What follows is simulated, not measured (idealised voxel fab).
Process module in this document: voxel transistor to metal
Cross-sectional view cut (width: 150 nm; square cell size: 5 nm).
Reading order for cross-sections: top band down to bottom band. Underlying form: a grid of square cells. Band size: one or more rows of cells.
In this notation a band is specified by the heights of its top and bottom, in that order and in nm, after which its materials appear from left to right, each paired with its width in nm. The word "full width" attached to a single material means that material fills the band from edge to edge; the word "blank" stands for empty space.
The reference from which all heights are counted is 0, the level beneath which the as-received wafer is entirely one material; the lowest band, having no lower bound, proceeds downward and is written after the example "top 0, no bottom".
Note: "30 to 40" means the width goes from the first number (top row of the band) to the second number (bottom row) in equal steps per row of cells.
The cross-section has no changed cell in any step marked "no change occurred".
Enclosed voids (no open way to top), threshold 8 cells or more, entry "Sealed-off cavities", notation width x height at distance, distance from left edge, nm.
What comes after the settings on a step's line is commentary from the simulator itself on that step.
Steps that use a mask can have "overlay nm" on their line. It says how far the mask sat to the right of where it was meant to be. Negative means to the left.
Read each pair as before and after one process step. The after cross-section shows only down to the lowest band that changed. The step between them and its settings are given below the pair. Pairs can come from different runs of this module on the same starting wafer. A pair continues from the pair above only where its "State on entry" entry says so.

STATE ON ENTRY
* top 105, bottom 90: 20 of aC  20 of blank  65 of aC  20 of blank  25 of aC
* top 90, bottom 85: 20 of lowk  20 of blank  65 of lowk  20 of blank  25 of lowk
* top 85, bottom 70: 20 of lowk  15 of blank  5 of aC  65 of lowk  15 of blank  5 of aC  25 of lowk
* top 70, bottom 55: 20 of lowk  15 of blank  70 of lowk  15 of blank  30 of lowk
* top 55, bottom 50: SiCN full width
* top 50, bottom 35: 15 of lowk  5 of SiCN  20 of W  5 of SiCN  55 of lowk  5 of SiCN  20 of W  5 of SiCN  20 of lowk
* top 35, bottom 30: 20 of SiCN  20 of TiN  65 of SiCN  20 of TiN  25 of SiCN
* top 30, bottom 20: 20 of SiO2  5 of TiN  10 of W  5 of TiN  65 of SiO2  5 of TiN  10 of W  5 of TiN  25 of SiO2
* top 20, bottom 0: 20 of SiO2  5 of TiN  10 of W  5 of TiN  15 of SiO2  5 of SiN  5 of HfO2  5 of TiN  5 of W  5 of TiN  5 of HfO2  5 of SiN  15 of SiO2  5 of TiN  10 of W  5 of TiN  25 of SiO2
* top 0, bottom -5: 10 of SiO2  5 of SiN  5 of SiO2  20 of TiN  15 of SiO2  5 of SiN  5 of HfO2  15 of TiN  5 of HfO2  5 of SiN  15 of SiO2  20 of TiN  5 of SiO2  5 of SiN  15 of SiO2
* top -5, bottom -10: 15 of SiO2  40 of nSi  35 of HfO2  40 of nSi  20 of SiO2
* top -10, bottom -35: 20 of SiO2  105 of Si  25 of SiO2
* top -35, no bottom: Si full width
* Sealed-off cavities: none

POST-STEP SNAPSHOT
* top 105, bottom 90: 20 of aC  20 of blank  65 of aC  20 of blank  25 of aC
* top 90, bottom 85: 20 of lowk  20 of blank  65 of lowk  20 of blank  25 of lowk
* top 85, bottom 70: 20 of lowk  15 of blank  5 of aC  65 of lowk  15 of blank  5 of aC  25 of lowk
* top 70, bottom 55: 20 of lowk  15 of blank  70 of lowk  15 of blank  30 of lowk
* top 55, bottom 50: 20 of SiCN  15 of blank  70 of SiCN  15 of blank  30 of SiCN
* Everything under 50 stays put, no change at all.
* Sealed-off cavities: none
The two cross-sections above bracket this step: DIRECTIONAL_ETCH: etch materials SiCN, depth nm 5

State on entry: we pick up right where the pair above leaves off, with its after cross-section.

POST-STEP SNAPSHOT
* top 90, bottom 70: 20 of lowk  20 of blank  65 of lowk  20 of blank  25 of lowk
* Everything under 70 stays put, no change at all.
* Sealed-off cavities: none
The two cross-sections above bracket this step: STRIP: etch materials aC

State on entry: we pick up right where the pair above leaves off, with its after cross-section.

POST-STEP SNAPSHOT
* top 95, bottom 90: 25 of TiN  10 of blank  75 of TiN  10 of blank  30 of TiN
* top 90, bottom 75: 20 of lowk  5 of TiN  10 of blank  5 of TiN  65 of lowk  5 of TiN  10 of blank  5 of TiN  25 of lowk
* top 75, bottom 70: 20 of lowk  5 of TiN  5 of blank  10 of TiN  65 of lowk  5 of TiN  5 of blank  10 of TiN  25 of lowk
* top 70, bottom 55: 20 of lowk  5 of TiN  5 of blank  5 of TiN  70 of lowk  5 of TiN  5 of blank  5 of TiN  30 of lowk
* top 55, bottom 50: 20 of SiCN  15 of TiN  70 of SiCN  15 of TiN  30 of SiCN
* Everything under 50 stays put, no change at all.
* Sealed-off cavities: none
The two cross-sections above bracket this step: CONFORMAL_DEP: material TiN, thk nm 5

State on entry: we pick up right where the pair above leaves off, with its after cross-section.

POST-STEP SNAPSHOT
* top 105, bottom 95: Cu full width
* top 95, bottom 90: 25 of TiN  10 of Cu  75 of TiN  10 of Cu  30 of TiN
* top 90, bottom 75: 20 of lowk  5 of TiN  10 of Cu  5 of TiN  65 of lowk  5 of TiN  10 of Cu  5 of TiN  25 of lowk
* top 75, bottom 70: 20 of lowk  5 of TiN  5 of Cu  10 of TiN  65 of lowk  5 of TiN  5 of Cu  10 of TiN  25 of lowk
* top 70, bottom 55: 20 of lowk  5 of TiN  5 of Cu  5 of TiN  70 of lowk  5 of TiN  5 of Cu  5 of TiN  30 of lowk
* Everything under 55 stays put, no change at all.
* Sealed-off cavities: none
The two cross-sections above bracket this step: FILL_DEP: material Cu, thk nm 10

State on entry: we pick up right where the pair above leaves off, with its after cross-section.

POST-STEP SNAPSHOT
* top 90, bottom 75: 20 of lowk  5 of TiN  10 of Cu  5 of TiN  65 of lowk  5 of TiN  10 of Cu  5 of TiN  25 of lowk
* Everything under 75 stays put, no change at all.
* Sealed-off cavities: none
The two cross-sections above bracket this step: CMP: height nm 90

State on entry: we pick up right where the pair above leaves off, with its after cross-section.

POST-STEP SNAPSHOT
* top 95, bottom 90: SiCN full width
* Everything under 90 stays put, no change at all.
* Sealed-off cavities: none
The two cross-sections above bracket this step: CONFORMAL_DEP: material SiCN, thk nm 5

STATE ON ENTRY
* top 65, bottom 55: lowk full width
* top 55, bottom 50: 15 of lowk  30 of SiCN  55 of lowk  30 of SiCN  20 of lowk
* top 50, bottom 35: 15 of lowk  5 of SiCN  20 of W  5 of SiCN  55 of lowk  5 of SiCN  20 of W  5 of SiCN  20 of lowk
* top 35, bottom 30: 20 of SiCN  20 of TiN  65 of SiCN  20 of TiN  25 of SiCN
* top 30, bottom 20: 20 of SiO2  5 of TiN  10 of W  5 of TiN  65 of SiO2  5 of TiN  10 of W  5 of TiN  25 of SiO2
* top 20, bottom 0: 20 of SiO2  5 of TiN  10 of W  5 of TiN  15 of SiO2  5 of SiN  5 of HfO2  5 of TiN  5 of W  5 of TiN  5 of HfO2  5 of SiN  15 of SiO2  5 of TiN  10 of W  5 of TiN  25 of SiO2
* top 0, bottom -5: 10 of SiO2  5 of SiN  5 of SiO2  20 of TiN  15 of SiO2  5 of SiN  5 of HfO2  15 of TiN  5 of HfO2  5 of SiN  15 of SiO2  20 of TiN  5 of SiO2  5 of SiN  15 of SiO2
* top -5, bottom -10: 15 of SiO2  40 of nSi  35 of HfO2  40 of nSi  20 of SiO2
* top -10, bottom -35: 20 of SiO2  105 of Si  25 of SiO2
* top -35, no bottom: Si full width
* Sealed-off cavities: none

POST-STEP SNAPSHOT
* top 70, bottom 65: SiCN full width
* Everything under 65 stays put, no change at all.
* Sealed-off cavities: none
The two cross-sections above bracket this step: CONFORMAL_DEP: material SiCN, thk nm 5

State on entry: we pick up right where the pair above leaves off, with its after cross-section.

POST-STEP SNAPSHOT
* top 105, bottom 70: lowk full width
* Everything under 70 stays put, no change at all.
* Sealed-off cavities: none
The two cross-sections above bracket this step: DIRECTIONAL_DEP: material lowk, thk nm 35

State on entry: we pick up right where the pair above leaves off, with its after cross-section.

POST-STEP SNAPSHOT
* top 125, bottom 105: 20 of resist  20 of blank  65 of resist  20 of blank  25 of resist
* Everything under 105 stays put, no change at all.
* Sealed-off cavities: none
The two cross-sections above bracket this step: PATTERN: tone open, mask id METAL_2, material resist, width nm 20, pitch nm 85, thk nm 20, overlay nm 0

State on entry: we pick up right where the pair above leaves off, with its after cross-section.

POST-STEP SNAPSHOT
* top 125, bottom 105: 20 of resist  20 of blank  65 of resist  20 of blank  25 of resist
* top 105, bottom 85: 20 of lowk  20 of blank  65 of lowk  20 of blank  25 of lowk
* Everything under 85 stays put, no change at all.
* Sealed-off cavities: none
The two cross-sections above bracket this step: DIRECTIONAL_ETCH: etch materials lowk, depth nm 20

State on entry: we pick up right where the pair above leaves off, with its after cross-section.

POST-STEP SNAPSHOT
* top 105, bottom 85: 20 of lowk  20 of blank  65 of lowk  20 of blank  25 of lowk
* Everything under 85 stays put, no change at all.
* Sealed-off cavities: none
The two cross-sections above bracket this step: STRIP: etch materials resist

State on entry: we pick up right where the pair above leaves off, with its after cross-section.

POST-STEP SNAPSHOT
* top 120, bottom 105: 20 of aC  20 of blank  65 of aC  20 of blank  25 of aC
* top 105, bottom 100: 20 of lowk  20 of blank  65 of lowk  20 of blank  25 of lowk
* top 100, bottom 85: 20 of lowk  20 of aC  65 of lowk  20 of aC  25 of lowk
* Everything under 85 stays put, no change at all.
* Sealed-off cavities: none
The two cross-sections above bracket this step: DIRECTIONAL_DEP: material aC, thk nm 15

State on entry: we pick up right where the pair above leaves off, with its after cross-section.

POST-STEP SNAPSHOT
* top 155, bottom 120: 20 of resist  15 of blank  70 of resist  15 of blank  30 of resist
* top 120, bottom 105: 20 of aC  15 of blank  5 of resist  65 of aC  15 of blank  5 of resist  25 of aC
* top 105, bottom 100: 20 of lowk  15 of blank  5 of resist  65 of lowk  15 of blank  5 of resist  25 of lowk
* Everything under 100 stays put, no change at all.
* Sealed-off cavities: none
The two cross-sections above bracket this step: PATTERN: tone open, mask id METAL_2_HOLES, material resist, width nm 15, pitch nm 85, thk nm 35, overlay nm 0

State on entry: we pick up right where the pair above leaves off, with its after cross-section.

POST-STEP SNAPSHOT
* top 140, bottom 120: 20 of resist  15 of blank  70 of resist  15 of blank  30 of resist
* top 120, bottom 105: 20 of aC  15 of blank  5 of resist  65 of aC  15 of blank  5 of resist  25 of aC
* top 105, bottom 100: 20 of lowk  15 of blank  5 of resist  65 of lowk  15 of blank  5 of resist  25 of lowk
* top 100, bottom 85: 20 of lowk  15 of blank  5 of aC  65 of lowk  15 of blank  5 of aC  25 of lowk
* Everything under 85 stays put, no change at all.
* Sealed-off cavities: none
The two cross-sections above bracket this step: DIRECTIONAL_ETCH: etch materials aC, depth nm 15

State on entry: we pick up right where the pair above leaves off, with its after cross-section.

POST-STEP SNAPSHOT
* top 120, bottom 105: 20 of aC  20 of blank  65 of aC  20 of blank  25 of aC
* top 105, bottom 100: 20 of lowk  20 of blank  65 of lowk  20 of blank  25 of lowk
* Everything under 100 stays put, no change at all.
* Sealed-off cavities: none
The two cross-sections above bracket this step: STRIP: etch materials resist

State on entry: we pick up right where the pair above leaves off, with its after cross-section.

POST-STEP SNAPSHOT
* top 120, bottom 105: 20 of aC  20 of blank  65 of aC  20 of blank  25 of aC
* top 105, bottom 100: 20 of lowk  20 of blank  65 of lowk  20 of blank  25 of lowk
* top 100, bottom 85: 20 of lowk  15 of blank  5 of aC  65 of lowk  15 of blank  5 of aC  25 of lowk
* top 85, bottom 70: 20 of lowk  15 of blank  70 of lowk  15 of blank  30 of lowk
* Everything under 70 stays put, no change at all.
* Sealed-off cavities: none
The two cross-sections above bracket this step: DIRECTIONAL_ETCH: etch materials lowk, depth nm 15

State on entry: we pick up right where the pair above leaves off, with its after cross-section.

POST-STEP SNAPSHOT
* top 120, bottom 105: 20 of aC  20 of blank  65 of aC  20 of blank  25 of aC
* top 105, bottom 100: 20 of lowk  20 of blank  65 of lowk  20 of blank  25 of lowk
* top 100, bottom 85: 20 of lowk  15 of blank  5 of aC  65 of lowk  15 of blank  5 of aC  25 of lowk
* top 85, bottom 70: 20 of lowk  15 of blank  70 of lowk  15 of blank  30 of lowk
* top 70, bottom 65: 20 of SiCN  15 of blank  70 of SiCN  15 of blank  30 of SiCN
* Everything under 65 stays put, no change at all.
* Sealed-off cavities: none
The two cross-sections above bracket this step: DIRECTIONAL_ETCH: etch materials SiCN, depth nm 5

State on entry: we pick up right where the pair above leaves off, with its after cross-section.

POST-STEP SNAPSHOT
* top 105, bottom 85: 20 of lowk  20 of blank  65 of lowk  20 of blank  25 of lowk
* Everything under 85 stays put, no change at all.
* Sealed-off cavities: none
The two cross-sections above bracket this step: STRIP: etch materials aC

State on entry: we pick up right where the pair above leaves off, with its after cross-section.

POST-STEP SNAPSHOT
* top 110, bottom 105: 25 of TiN  10 of blank  75 of TiN  10 of blank  30 of TiN
* top 105, bottom 90: 20 of lowk  5 of TiN  10 of blank  5 of TiN  65 of lowk  5 of TiN  10 of blank  5 of TiN  25 of lowk
* top 90, bottom 85: 20 of lowk  5 of TiN  5 of blank  10 of TiN  65 of lowk  5 of TiN  5 of blank  10 of TiN  25 of lowk
* top 85, bottom 70: 20 of lowk  5 of TiN  5 of blank  5 of TiN  70 of lowk  5 of TiN  5 of blank  5 of TiN  30 of lowk
* top 70, bottom 65: 20 of SiCN  15 of TiN  70 of SiCN  15 of TiN  30 of SiCN
* Everything under 65 stays put, no change at all.
* Sealed-off cavities: none
The two cross-sections above bracket this step: CONFORMAL_DEP: material TiN, thk nm 5

State on entry: we pick up right where the pair above leaves off, with its after cross-section.

POST-STEP SNAPSHOT
* top 120, bottom 110: Cu full width
* top 110, bottom 105: 25 of TiN  10 of Cu  75 of TiN  10 of Cu  30 of TiN
* top 105, bottom 90: 20 of lowk  5 of TiN  10 of Cu  5 of TiN  65 of lowk  5 of TiN  10 of Cu  5 of TiN  25 of lowk
* top 90, bottom 85: 20 of lowk  5 of TiN  5 of Cu  10 of TiN  65 of lowk  5 of TiN  5 of Cu  10 of TiN  25 of lowk
* top 85, bottom 70: 20 of lowk  5 of TiN  5 of Cu  5 of TiN  70 of lowk  5 of TiN  5 of Cu  5 of TiN  30 of lowk
* Everything under 70 stays put, no change at all.
* Sealed-off cavities: none
The two cross-sections above bracket this step: FILL_DEP: material Cu, thk nm 10

State on entry: we pick up right where the pair above leaves off, with its after cross-section.

POST-STEP SNAPSHOT
* top 90, bottom 85: 20 of lowk  5 of TiN  5 of Cu  10 of TiN  65 of lowk  5 of TiN  5 of Cu  10 of TiN  25 of lowk
* Everything under 85 stays put, no change at all.
* Sealed-off cavities: none
The two cross-sections above bracket this step: CMP: height nm 90

State on entry: we pick up right where the pair above leaves off, with its after cross-section.

POST-STEP SNAPSHOT
* top 95, bottom 90: SiCN full width
* Everything under 90 stays put, no change at all.
* Sealed-off cavities: none
The two cross-sections above bracket this step: CONFORMAL_DEP: material SiCN, thk nm 5

STATE ON ENTRY
* top 110, bottom 90: 20 of resist  20 of blank  65 of resist  20 of blank  25 of resist
* top 90, bottom 70: 20 of lowk  20 of blank  65 of lowk  20 of blank  25 of lowk
* top 70, bottom 55: lowk full width
* top 55, bottom 50: SiCN full width
* top 50, bottom 35: 15 of lowk  5 of SiCN  20 of W  5 of SiCN  55 of lowk  5 of SiCN  20 of W  5 of SiCN  20 of lowk
* top 35, bottom 30: 20 of SiCN  20 of TiN  65 of SiCN  20 of TiN  25 of SiCN
* top 30, bottom 20: 20 of SiO2  5 of TiN  10 of W  5 of TiN  65 of SiO2  5 of TiN  10 of W  5 of TiN  25 of SiO2
* top 20, bottom 0: 20 of SiO2  5 of TiN  10 of W  5 of TiN  15 of SiO2  5 of SiN  5 of HfO2  5 of TiN  5 of W  5 of TiN  5 of HfO2  5 of SiN  15 of SiO2  5 of TiN  10 of W  5 of TiN  25 of SiO2
* top 0, bottom -5: 10 of SiO2  5 of SiN  5 of SiO2  20 of TiN  15 of SiO2  5 of SiN  5 of HfO2  15 of TiN  5 of HfO2  5 of SiN  15 of SiO2  20 of TiN  5 of SiO2  5 of SiN  15 of SiO2
* top -5, bottom -10: 15 of SiO2  40 of nSi  35 of HfO2  40 of nSi  20 of SiO2
* top -10, bottom -35: 20 of SiO2  105 of Si  25 of SiO2
* top -35, no bottom: Si full width
* Sealed-off cavities: none

POST-STEP SNAPSHOT
* top 110, bottom 90: 20 of resist  20 of blank  65 of resist  20 of blank  25 of resist
* top 90, bottom 55: 20 of lowk  20 of blank  65 of lowk  20 of blank  25 of lowk
* Everything under 55 stays put, no change at all.
* Sealed-off cavities: none
The two cross-sections above bracket this step: DIRECTIONAL_ETCH: etch materials lowk, depth nm 20

State on entry: we pick up right where the pair above leaves off, with its after cross-section.

POST-STEP SNAPSHOT
* top 90, bottom 55: 20 of lowk  20 of blank  65 of lowk  20 of blank  25 of lowk
* Everything under 55 stays put, no change at all.
* Sealed-off cavities: none
The two cross-sections above bracket this step: STRIP: etch materials resist

State on entry: we pick up right where the pair above leaves off, with its after cross-section.

POST-STEP SNAPSHOT
* top 105, bottom 90: 20 of aC  20 of blank  65 of aC  20 of blank  25 of aC
* top 90, bottom 70: 20 of lowk  20 of blank  65 of lowk  20 of blank  25 of lowk
* top 70, bottom 55: 20 of lowk  20 of aC  65 of lowk  20 of aC  25 of lowk
* Everything under 55 stays put, no change at all.
* Sealed-off cavities: none
The two cross-sections above bracket this step: DIRECTIONAL_DEP: material aC, thk nm 15

State on entry: we pick up right where the pair above leaves off, with its after cross-section.

POST-STEP SNAPSHOT
* top 140, bottom 105: 20 of resist  15 of blank  70 of resist  15 of blank  30 of resist
* top 105, bottom 90: 20 of aC  15 of blank  5 of resist  65 of aC  15 of blank  5 of resist  25 of aC
* top 90, bottom 70: 20 of lowk  15 of blank  5 of resist  65 of lowk  15 of blank  5 of resist  25 of lowk
* Everything under 70 stays put, no change at all.
* Sealed-off cavities: none
The two cross-sections above bracket this step: PATTERN: tone open, mask id METAL_2_HOLES, material resist, width nm 15, pitch nm 85, thk nm 35, overlay nm 0

State on entry: we pick up right where the pair above leaves off, with its after cross-section.

POST-STEP SNAPSHOT
* top 125, bottom 105: 20 of resist  15 of blank  70 of resist  15 of blank  30 of resist
* top 105, bottom 90: 20 of aC  15 of blank  5 of resist  65 of aC  15 of blank  5 of resist  25 of aC
* top 90, bottom 70: 20 of lowk  15 of blank  5 of resist  65 of lowk  15 of blank  5 of resist  25 of lowk
* top 70, bottom 55: 20 of lowk  15 of blank  5 of aC  65 of lowk  15 of blank  5 of aC  25 of lowk
* Everything under 55 stays put, no change at all.
* Sealed-off cavities: none
The two cross-sections above bracket this step: DIRECTIONAL_ETCH: etch materials aC, depth nm 15

State on entry: we pick up right where the pair above leaves off, with its after cross-section.

POST-STEP SNAPSHOT
* top 105, bottom 90: 20 of aC  20 of blank  65 of aC  20 of blank  25 of aC
* top 90, bottom 70: 20 of lowk  20 of blank  65 of lowk  20 of blank  25 of lowk
* Everything under 70 stays put, no change at all.
* Sealed-off cavities: none
The two cross-sections above bracket this step: STRIP: etch materials resist

State on entry: we pick up right where the pair above leaves off, with its after cross-section.

POST-STEP SNAPSHOT
* top 105, bottom 90: 20 of aC  20 of blank  65 of aC  20 of blank  25 of aC
* top 90, bottom 70: 20 of lowk  20 of blank  65 of lowk  20 of blank  25 of lowk
* top 70, bottom 55: 20 of lowk  15 of blank  5 of aC  65 of lowk  15 of blank  5 of aC  25 of lowk
* top 55, bottom 50: 20 of SiCN  15 of blank  70 of SiCN  15 of blank  30 of SiCN
* Everything under 50 stays put, no change at all.
* Sealed-off cavities: none
The two cross-sections above bracket this step: DIRECTIONAL_ETCH: etch materials SiCN, depth nm 5

State on entry: we pick up right where the pair above leaves off, with its after cross-section.

POST-STEP SNAPSHOT
* top 90, bottom 55: 20 of lowk  20 of blank  65 of lowk  20 of blank  25 of lowk
* Everything under 55 stays put, no change at all.
* Sealed-off cavities: none
The two cross-sections above bracket this step: STRIP: etch materials aC

State on entry: we pick up right where the pair above leaves off, with its after cross-section.

POST-STEP SNAPSHOT
* top 95, bottom 90: 25 of TiN  10 of blank  75 of TiN  10 of blank  30 of TiN
* top 90, bottom 60: 20 of lowk  5 of TiN  10 of blank  5 of TiN  65 of lowk  5 of TiN  10 of blank  5 of TiN  25 of lowk
* top 60, bottom 55: 20 of lowk  5 of TiN  5 of blank  10 of TiN  65 of lowk  5 of TiN  5 of blank  10 of TiN  25 of lowk
* top 55, bottom 50: 20 of SiCN  15 of TiN  70 of SiCN  15 of TiN  30 of SiCN
* Everything under 50 stays put, no change at all.
* Sealed-off cavities: none
The two cross-sections above bracket this step: CONFORMAL_DEP: material TiN, thk nm 5

State on entry: we pick up right where the pair above leaves off, with its after cross-section.

POST-STEP SNAPSHOT
* top 105, bottom 95: Cu full width
* top 95, bottom 90: 25 of TiN  10 of Cu  75 of TiN  10 of Cu  30 of TiN
* top 90, bottom 60: 20 of lowk  5 of TiN  10 of Cu  5 of TiN  65 of lowk  5 of TiN  10 of Cu  5 of TiN  25 of lowk
* top 60, bottom 55: 20 of lowk  5 of TiN  5 of Cu  10 of TiN  65 of lowk  5 of TiN  5 of Cu  10 of TiN  25 of lowk
* Everything under 55 stays put, no change at all.
* Sealed-off cavities: none
The two cross-sections above bracket this step: FILL_DEP: material Cu, thk nm 10

State on entry: we pick up right where the pair above leaves off, with its after cross-section.

POST-STEP SNAPSHOT
* top 90, bottom 60: 20 of lowk  5 of TiN  10 of Cu  5 of TiN  65 of lowk  5 of TiN  10 of Cu  5 of TiN  25 of lowk
* Everything under 60 stays put, no change at all.
* Sealed-off cavities: none
The two cross-sections above bracket this step: CMP: height nm 90

State on entry: we pick up right where the pair above leaves off, with its after cross-section.

POST-STEP SNAPSHOT
* top 95, bottom 90: SiCN full width
* Everything under 90 stays put, no change at all.
* Sealed-off cavities: none
The two cross-sections above bracket this step: CONFORMAL_DEP: material SiCN, thk nm 5

STATE ON ENTRY
* top 10, bottom 0: 15 of SiO2  115 of SiN  20 of SiO2
* top 0, bottom -5: SiO2 full width
* top -5, bottom -35: 20 of SiO2  105 of Si  25 of SiO2
* top -35, no bottom: Si full width
* Sealed-off cavities: none

POST-STEP SNAPSHOT
* top 10, bottom 0: 15 of SiO2  115 of blank  20 of SiO2
* Everything under 0 stays put, no change at all.
* Sealed-off cavities: none
The two cross-sections above bracket this step: STRIP: etch materials SiN

State on entry: we pick up right where the pair above leaves off, with its after cross-section.

POST-STEP SNAPSHOT
* top 5, bottom -5: 10 of SiO2  125 of blank  15 of SiO2
* Everything under -5 stays put, no change at all.
* Sealed-off cavities: none
The two cross-sections above bracket this step: SELECTIVE_ETCH: etch materials SiO2, depth nm 5

State on entry: we pick up right where the pair above leaves off, with its after cross-section.

POST-STEP SNAPSHOT
* top 0, bottom -5: 5 of SiO2  135 of blank  10 of SiO2
* top -5, bottom -10: 5 of SiO2  15 of blank  105 of Si  15 of blank  10 of SiO2
* Everything under -10 stays put, no change at all.
* Sealed-off cavities: none
The two cross-sections above bracket this step: SELECTIVE_ETCH: etch materials SiO2, depth nm 5

State on entry: we pick up right where the pair above leaves off, with its after cross-section.

POST-STEP SNAPSHOT
* top 0, bottom -5: 5 of SiO2  135 of blank  10 of SiO2
* top -5, bottom -10: 5 of SiO2  15 of blank  105 of SiO2  15 of blank  10 of SiO2
* top -10, bottom -15: 25 of SiO2  95 of Si  30 of SiO2
* Everything under -15 stays put, no change at all.
* Sealed-off cavities: none
The two cross-sections above bracket this step: OXIDIZE: depth nm 5

State on entry: we pick up right where the pair above leaves off, with its after cross-section.

POST-STEP SNAPSHOT
* top 30, bottom 25: 5 of polySi  135 of blank  10 of polySi
* top 25, bottom 20: 5 of polySi  15 of blank  105 of polySi  15 of blank  10 of polySi
* top 20, bottom 0: polySi full width
* top 0, bottom -5: 5 of SiO2  135 of polySi  10 of SiO2
* top -5, bottom -10: 5 of SiO2  15 of polySi  105 of SiO2  15 of polySi  10 of SiO2
* Everything under -10 stays put, no change at all.
* Sealed-off cavities: none
The two cross-sections above bracket this step: DIRECTIONAL_DEP: material polySi, thk nm 30

State on entry: we pick up right where the pair above leaves off, with its after cross-section.

POST-STEP SNAPSHOT
* top 45, bottom 40: 5 of SiCN  135 of blank  10 of SiCN
* top 40, bottom 35: 5 of SiCN  15 of blank  105 of SiCN  15 of blank  10 of SiCN
* top 35, bottom 30: SiCN full width
* top 30, bottom 25: 5 of polySi  135 of SiCN  10 of polySi
* top 25, bottom 20: 5 of polySi  15 of SiCN  105 of polySi  15 of SiCN  10 of polySi
* Everything under 20 stays put, no change at all.
* Sealed-off cavities: none
The two cross-sections above bracket this step: DIRECTIONAL_DEP: material SiCN, thk nm 15

State on entry: we pick up right where the pair above leaves off, with its after cross-section.

POST-STEP SNAPSHOT
* top 60, bottom 55: 5 of aC  135 of blank  10 of aC
* top 55, bottom 50: 5 of aC  15 of blank  105 of aC  15 of blank  10 of aC
* top 50, bottom 45: aC full width
* top 45, bottom 40: 5 of SiCN  135 of aC  10 of SiCN
* top 40, bottom 35: 5 of SiCN  15 of aC  105 of SiCN  15 of aC  10 of SiCN
* Everything under 35 stays put, no change at all.
* Sealed-off cavities: none
The two cross-sections above bracket this step: DIRECTIONAL_DEP: material aC, thk nm 15

State on entry: we pick up right where the pair above leaves off, with its after cross-section.

POST-STEP SNAPSHOT
* top 95, bottom 60: 60 of blank  25 of resist  65 of blank
* top 60, bottom 55: 5 of aC  55 of blank  25 of resist  55 of blank  10 of aC
* Everything under 55 stays put, no change at all.
* Sealed-off cavities: none
The two cross-sections above bracket this step: PATTERN: tone cover, mask id GATE, material resist, width nm 25, thk nm 35, overlay nm 0

State on entry: we pick up right where the pair above leaves off, with its after cross-section.

POST-STEP SNAPSHOT
* top 80, bottom 55: 60 of blank  25 of resist  65 of blank
* top 55, bottom 45: 60 of blank  25 of aC  65 of blank
* top 45, bottom 40: 5 of SiCN  55 of blank  25 of aC  55 of blank  10 of SiCN
* top 40, bottom 35: 5 of SiCN  15 of blank  105 of SiCN  15 of blank  10 of SiCN
* Everything under 35 stays put, no change at all.
* Sealed-off cavities: none
The two cross-sections above bracket this step: DIRECTIONAL_ETCH: etch materials aC, depth nm 15

State on entry: we pick up right where the pair above leaves off, with its after cross-section.

POST-STEP SNAPSHOT
* top 55, bottom 45: 60 of blank  25 of aC  65 of blank
* Everything under 45 stays put, no change at all.
* Sealed-off cavities: none
The two cross-sections above bracket this step: STRIP: etch materials resist

State on entry: we pick up right where the pair above leaves off, with its after cross-section.

POST-STEP SNAPSHOT
* top 55, bottom 40: 60 of blank  25 of aC  65 of blank
* top 40, bottom 30: 60 of blank  25 of SiCN  65 of blank
* top 30, bottom 25: 5 of polySi  55 of blank  25 of SiCN  55 of blank  10 of polySi
* top 25, bottom 20: 5 of polySi  15 of blank  105 of polySi  15 of blank  10 of polySi
* Everything under 20 stays put, no change at all.
* Sealed-off cavities: none
The two cross-sections above bracket this step: DIRECTIONAL_ETCH: etch materials SiCN, depth nm 25

State on entry: we pick up right where the pair above leaves off, with its after cross-section.

POST-STEP SNAPSHOT
* top 55, bottom 40: 60 of blank  25 of aC  65 of blank
* top 40, bottom 25: 60 of blank  25 of SiCN  65 of blank
* top 25, bottom 0: 60 of blank  25 of polySi  65 of blank
* top 0, bottom -5: 5 of SiO2  55 of blank  25 of polySi  55 of blank  10 of SiO2
* top -5, bottom -10: 5 of SiO2  15 of blank  105 of SiO2  15 of blank  10 of SiO2
* Everything under -10 stays put, no change at all.
* Sealed-off cavities: none
The two cross-sections above bracket this step: DIRECTIONAL_ETCH: etch materials polySi, depth nm 40

State on entry: we pick up right where the pair above leaves off, with its after cross-section.

POST-STEP SNAPSHOT
* top 40, bottom 25: 60 of blank  25 of SiCN  65 of blank
* Everything under 25 stays put, no change at all.
* Sealed-off cavities: none
The two cross-sections above bracket this step: STRIP: etch materials aC

State on entry: we pick up right where the pair above leaves off, with its after cross-section.

POST-STEP SNAPSHOT
* top 45, bottom 40: 55 of blank  35 of SiN  60 of blank
* top 40, bottom 25: 55 of blank  5 of SiN  25 of SiCN  5 of SiN  60 of blank
* top 25, bottom 5: 55 of blank  5 of SiN  25 of polySi  5 of SiN  60 of blank
* top 5, bottom 0: 10 of SiN  45 of blank  5 of SiN  25 of polySi  5 of SiN  45 of blank  15 of SiN
* top 0, bottom -5: 5 of SiO2  5 of SiN  5 of blank  45 of SiN  25 of polySi  45 of SiN  5 of blank  5 of SiN  10 of SiO2
* top -5, bottom -10: 5 of SiO2  15 of SiN  105 of SiO2  15 of SiN  10 of SiO2
* Everything under -10 stays put, no change at all.
* Sealed-off cavities: none
The two cross-sections above bracket this step: CONFORMAL_DEP: material SiN, thk nm 5

State on entry: we pick up right where the pair above leaves off, with its after cross-section.

POST-STEP SNAPSHOT
* top 40, bottom 25: 55 of blank  5 of SiN  25 of SiCN  5 of SiN  60 of blank
* top 25, bottom 0: 55 of blank  5 of SiN  25 of polySi  5 of SiN  60 of blank
* top 0, bottom -5: 5 of SiO2  5 of SiN  45 of blank  5 of SiN  25 of polySi  5 of SiN  45 of blank  5 of SiN  10 of SiO2
* top -5, bottom -10: 5 of SiO2  5 of SiN  5 of blank  5 of SiN  105 of SiO2  5 of SiN  5 of blank  5 of SiN  10 of SiO2
* Everything under -10 stays put, no change at all.
* Sealed-off cavities: none
The two cross-sections above bracket this step: DIRECTIONAL_ETCH: etch materials SiN, depth nm 5

State on entry: we pick up right where the pair above leaves off, with its after cross-section.

POST-STEP SNAPSHOT
* top 40, bottom 25: 55 of blank  5 of SiN  25 of SiCN  5 of SiN  60 of blank
* top 25, bottom 0: 55 of blank  5 of SiN  25 of polySi  5 of SiN  60 of blank
* top 0, bottom -5: 5 of blank  5 of SiN  45 of blank  5 of SiN  25 of polySi  5 of SiN  45 of blank  5 of SiN  10 of blank
* top -5, bottom -10: 5 of SiO2  5 of SiN  5 of blank  5 of SiN  35 of blank  35 of SiO2  35 of blank  5 of SiN  5 of blank  5 of SiN  10 of SiO2
* top -10, bottom -15: 10 of SiO2  5 of blank  10 of SiO2  95 of Si  10 of SiO2  5 of blank  15 of SiO2
* Everything under -15 stays put, no change at all.
* Sealed-off cavities: none
The two cross-sections above bracket this step: DIRECTIONAL_ETCH: etch materials SiO2, depth nm 5
